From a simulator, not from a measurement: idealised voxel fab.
Process module in this document: voxel tone inversion
Shown is cross-section cut, with a width of 190 nm and square cells of size 5 nm.
In this document a cross-section is written as a grid of square cells. It is given as a series of bands, listed from the top down, and a band is one or more rows of cells.
Top height, bottom height, nm. Materials left to right, width each, nm. Single material + "edge to edge" = fills band edge to edge. "empty" = empty.
Basically, 0 is our baseline, since under it the wafer straight out of the box is all one material. The bottom band has no lower end and keeps on going down, so it looks like "0..down".
Graded width ("30 to 40"): value in top row of band = first number; value in bottom row = second number; row-to-row change constant.
Where a step carries "nothing was modified", the cross-section came out of it unchanged, cell for cell.
"Enclosed voids" specifies each empty space that is not open to the top and that occupies no fewer than 8 cells, using the form width x height at distance, the distance measured from the left edge and all three quantities in nm.
Note: text after step settings on the step line = simulator remark on that step.
"overlay nm", when on a step's line for a step with a mask, measures how far to the right of its planned place the mask lay; a negative measure means to the left.
### Listed below are the process steps as planned
1,RECEIVE with material Si
2,CONFORMAL_DEP with material SiN, thk nm 5
3,DIRECTIONAL_DEP with material polySi, thk nm 15
4,PATTERN with tone cover, mask id POSTS, material resist, width nm 25, pitch nm 45, thk nm 25, overlay nm 0
5,DIRECTIONAL_ETCH with etch materials polySi, depth nm 15
6,STRIP with etch materials resist
7,FILL_DEP with material SiO2, thk nm 5
8,CMP with height nm 25
9,STRIP with etch materials polySi
The thk nm used in step 2 is not the same on every wafer, whereas the starting condition is; the value printed in the plan is the first wafer's.
### Cross-sectional view of the first of several wafers in the as-received condition, corresponding to the state following step 1
  0..down: Si edge to edge
  Enclosed voids: none
### Rows = wafers. At module end, each row lists per material the cells gained (+) or lost (-) since the wafer was received, then the closed voids
thk nm 5; +38 SiN; +92 SiO2; +60 polySi; Enclosed voids: none
thk nm 10; +76 SiN; +54 SiO2; Enclosed voids: none
thk nm 15; +114 SiN; +36 SiO2; Enclosed voids: none
thk nm 20; +152 SiN; +18 SiO2; Enclosed voids: none
thk nm 25; +190 SiN; Enclosed voids: none
